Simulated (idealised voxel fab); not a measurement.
process module | voxel self aligned contacts
Cross-sectional view cut (width: 290 nm; square cell size: 5 nm).
Reading order for cross-sections: top band down to bottom band. Underlying form: a grid of square cells. Band size: one or more rows of cells. For a band, the entry starts with two heights in nm, that of the top and then that of the bottom, and carries on with the band's materials in order from left to right, each alongside its width in nm; the word "full width" beside a single material means it fills the band edge to edge, and "blank" means empty space. A quick word on heights: they are counted from 0, and under that level the wafer as it came to us is one material throughout. The lowest band is different from the rest in having no bottom; it simply continues downward, written as in "0 and below". Note: "30 to 40" means the width goes from the first number (top row of the band) to the second number (bottom row) in equal steps per row of cells. It should be understood that the words "nothing got changed", when stated for a given step, signify that the cross-section underwent no change in any of its cells during that step. "Entrapped voids" contains a list of empty spaces, each no smaller than 8 cells and without an open way to the top, written in the form width x height at distance with the distance from the left edge and all three in nm. Text after the settings on a step's line: the simulator's own remark on that step. overlay nm: where the mask lay relative to plan, measured to the right, on steps with a mask; negatives go left.
# So here's the lineup of process steps we planned
1,RECEIVE,material Si
2,CONFORMAL_DEP,material SiO2,thk nm 5
3,DIRECTIONAL_DEP,material polySi,thk nm 25
4,DIRECTIONAL_DEP,material SiN,thk nm 25
5,PATTERN,tone cover,mask id GATE,material resist,width nm 25,pitch nm 60,thk nm 15,overlay nm 0
6,DIRECTIONAL_ETCH,etch materials SiN,depth nm 25
7,DIRECTIONAL_ETCH,etch materials polySi,depth nm 25
8,STRIP,etch materials resist
9,CONFORMAL_DEP,material SiN,thk nm 10
10,DIRECTIONAL_ETCH,etch materials SiN,depth nm 10
11,FILL_DEP,material SiO2,thk nm 15
12,CMP,height nm 65
13,DIRECTIONAL_DEP,material aC,thk nm 10
14,PATTERN,tone open,mask id CONTACT,material resist,width nm 45,pitch nm 60,thk nm 30,overlay nm 0
15,DIRECTIONAL_ETCH,etch materials aC,depth nm 10
16,STRIP,etch materials resist
17,DIRECTIONAL_ETCH,etch materials SiO2,depth nm 65
18,STRIP,etch materials aC
19,CONFORMAL_DEP,material TiN,thk nm 5
20,FILL_DEP,material W,thk nm 10
21,CMP,height nm 65
22,CONFORMAL_DEP,material SiCN,thk nm 5
# Incoming wafer, cross-sectional view, post step 1
* 0 and below: Si full width
* Entrapped voids: none
# Final wafer profile in cross-section after the module, from the same start and plan as above, with one mistake made during processing
* 70 down to 65: SiCN full width
* 65 down to 55: SiO2: 60, then SiN: 45, then TiN: 5, then W: 5, then TiN: 5, then SiN: 45, then TiN: 5, then W: 5, then TiN: 5, then SiN: 45, then SiO2: 65
* 55 down to 35: SiO2: 60, then SiN: 10, then polySi: 25, then SiN: 10, then TiN: 5, then W: 5, then TiN: 5, then SiN: 10, then polySi: 25, then SiN: 10, then TiN: 5, then W: 5, then TiN: 5, then SiN: 10, then polySi: 25, then SiN: 10, then SiO2: 65
* 35 down to 30: SiO2: 60, then SiN: 10, then polySi: 25, then SiN: 10, then TiN: 15, then SiN: 10, then polySi: 25, then SiN: 10, then TiN: 15, then SiN: 10, then polySi: 25, then SiN: 10, then SiO2: 65
* 30 down to 5: polySi full width
* 5 down to 0: SiO2 full width
* 0 and below: Si full width
* Entrapped voids: none
Finding, execution versus plan: heads up, step 3 of the plan got done twice
